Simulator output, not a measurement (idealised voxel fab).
The name of this process module is voxel released beams.
Section shown: cut. Width: 250 nm. Cell size: 5 nm, square.
In what follows, cross-sections appear as grids of square cells, described through bands that run from the top down, where every band is one or more rows of cells. Top height, bottom height, nm. Materials left to right, width each, nm. Single material + "everywhere" = fills band edge to edge. "empty" = empty. It should be noted that heights are counted from 0, beneath which the wafer as supplied is of one material throughout, and that the lowest band possesses no lower boundary but continues downward, as written in "z 0 and below". The expression "30->40" gives the width at the extremes of the band, the first number at its top row of cells and the second at its bottom row, with the width changing by equal amounts from each row to the next in between. Where the words "stayed the same" appear for a step, the cross-section shows no cell changed by that step; every cell remained as before. If an empty space has no open way to the top and is at least 8 cells in size, "Sealed void list" lists it, written width x height at distance, where distance is measured from the left edge and every value is in nm. Text after the settings on a step's line: the simulator's own remark on that step. "overlay nm", when on a step's line for a step with a mask, measures how far to the right of its planned place the mask lay; a negative measure means to the left.
[plan]
1) RECEIVE: material Si
2) CONFORMAL_DEP: material Al2O3, thk nm 10
3) DIRECTIONAL_DEP: material SiO2, thk nm 15
4) MASKED_ETCH: tone open, mask id ANCHOR, width nm 25, etch materials SiO2, depth nm 15, overlay nm 0
5) CONFORMAL_DEP: material W, thk nm 10
6) DIRECTIONAL_DEP: material aC, thk nm 15
7) PATTERN: tone cover, mask id BEAM, material resist, width nm 110, thk nm 30, overlay nm 0
8) DIRECTIONAL_ETCH: etch materials aC, depth nm 15
9) STRIP: etch materials resist
10) DIRECTIONAL_ETCH: etch materials W, depth nm 10
11) STRIP: etch materials aC
12) STRIP: etch materials SiO2
[Wafer, first of two, run as planned]
[Cross-section of the wafer at receipt, which is the condition after step 1]
  z 0 and below = Si everywhere
  Sealed void list: none
[You're looking at a cross-section of the wafer after step 2]
  z 10 to 0 = Al2O3 everywhere
  Under 0: no change, same as before.
[You're looking at a cross-section of the wafer after step 3]
  z 25 to 10 = SiO2 everywhere
  Under 10: no change, same as before.
[You're looking at a cross-section of the wafer after step 4]
  z 25 to 10 = SiO2=70 / empty=25 / SiO2=155
  Under 10: no change, same as before.
[You're looking at a cross-section of the wafer after step 5]
  z 35 to 25 = W=80 / empty=5 / W=165
  z 25 to 20 = SiO2=70 / W=10 / empty=5 / W=10 / SiO2=155
  z 20 to 10 = SiO2=70 / W=25 / SiO2=155
  Under 10: no change, same as before.
[You're looking at a cross-section of the wafer after step 6]
  z 50 to 35 = aC=80 / empty=5 / aC=165
  z 35 to 25 = W=80 / aC=5 / W=165
  z 25 to 20 = SiO2=70 / W=10 / aC=5 / W=10 / SiO2=155
  Under 20: no change, same as before.
[You're looking at a cross-section of the wafer after step 7]
  z 80 to 50 = empty=65 / resist=110 / empty=75
  z 50 to 35 = aC=80 / resist=5 / aC=165
  Under 35: no change, same as before.
[You're looking at a cross-section of the wafer after step 8]
  z 65 to 50 = empty=65 / resist=110 / empty=75
  z 50 to 35 = empty=65 / aC=15 / resist=5 / aC=90 / empty=75
  Under 35: no change, same as before.
[You're looking at a cross-section of the wafer after step 9]
  z 50 to 35 = empty=65 / aC=15 / empty=5 / aC=90 / empty=75
  Under 35: no change, same as before.
[You're looking at a cross-section of the wafer after step 10]
  z 50 to 35 = empty=65 / aC=15 / empty=5 / aC=90 / empty=75
  z 35 to 25 = empty=65 / W=15 / aC=5 / W=90 / empty=75
  Under 25: no change, same as before.
[You're looking at a cross-section of the wafer after step 11]
  z 35 to 25 = empty=65 / W=15 / empty=5 / W=90 / empty=75
  z 25 to 20 = SiO2=70 / W=10 / empty=5 / W=10 / SiO2=155
  Under 20: no change, same as before.
[You're looking at a cross-section of the wafer after step 12]
  z 35 to 25 = empty=65 / W=15 / empty=5 / W=90 / empty=75
  z 25 to 20 = empty=70 / W=10 / empty=5 / W=10 / empty=155
  z 20 to 10 = empty=70 / W=25 / empty=155
  Under 10: no change, same as before.
[Notes, second wafer: start = first wafer's, plan = first wafer's, execution had one mistake; history identical to first through step 3]
[Cross-section: second wafer, time at which step 4 was scheduled to end]
  z 25 to 10 = SiO2=75 / empty=15 / SiO2=160
  Under 10: no change, same as before.
[Cross-section: second wafer, time at which step 5 was scheduled to end]
  z 35 to 25 = W everywhere
  z 25 to 10 = SiO2=75 / W=15 / SiO2=160
  Under 10: no change, same as before.
[Cross-section: second wafer, time at which step 6 was scheduled to end]
  z 50 to 35 = aC everywhere
  Under 35: no change, same as before.
[Cross-section: second wafer, time at which step 7 was scheduled to end]
  z 80 to 50 = empty=65 / resist=110 / empty=75
  Under 50: no change, same as before.
[Cross-section: second wafer, time at which step 8 was scheduled to end]
  z 65 to 50 = empty=65 / resist=110 / empty=75
  z 50 to 35 = empty=65 / aC=110 / empty=75
  Under 35: no change, same as before.
[Cross-section: second wafer, time at which step 9 was scheduled to end]
  z 50 to 35 = empty=65 / aC=110 / empty=75
  Under 35: no change, same as before.
[Cross-section: second wafer, time at which step 10 was scheduled to end]
  z 50 to 35 = empty=65 / aC=110 / empty=75
  z 35 to 25 = empty=65 / W=110 / empty=75
  Under 25: no change, same as before.
[Cross-section: second wafer, time at which step 11 was scheduled to end]
  z 35 to 25 = empty=65 / W=110 / empty=75
  Under 25: no change, same as before.
[Cross-section: second wafer, time at which step 12 was scheduled to end]
  z 35 to 25 = empty=65 / W=110 / empty=75
  z 25 to 10 = empty=75 / W=15 / empty=160
  Under 10: no change, same as before.
So what did we get wrong on this run? in deviation from the planned setting, step 4 was conducted as MASKED_ETCH: tone open, mask id ANCHOR, width nm 15, etch materials SiO2, depth nm 15, overlay nm 0
The closing comparison, in cells, has the second wafer with more or fewer of some materials than the first: W -3
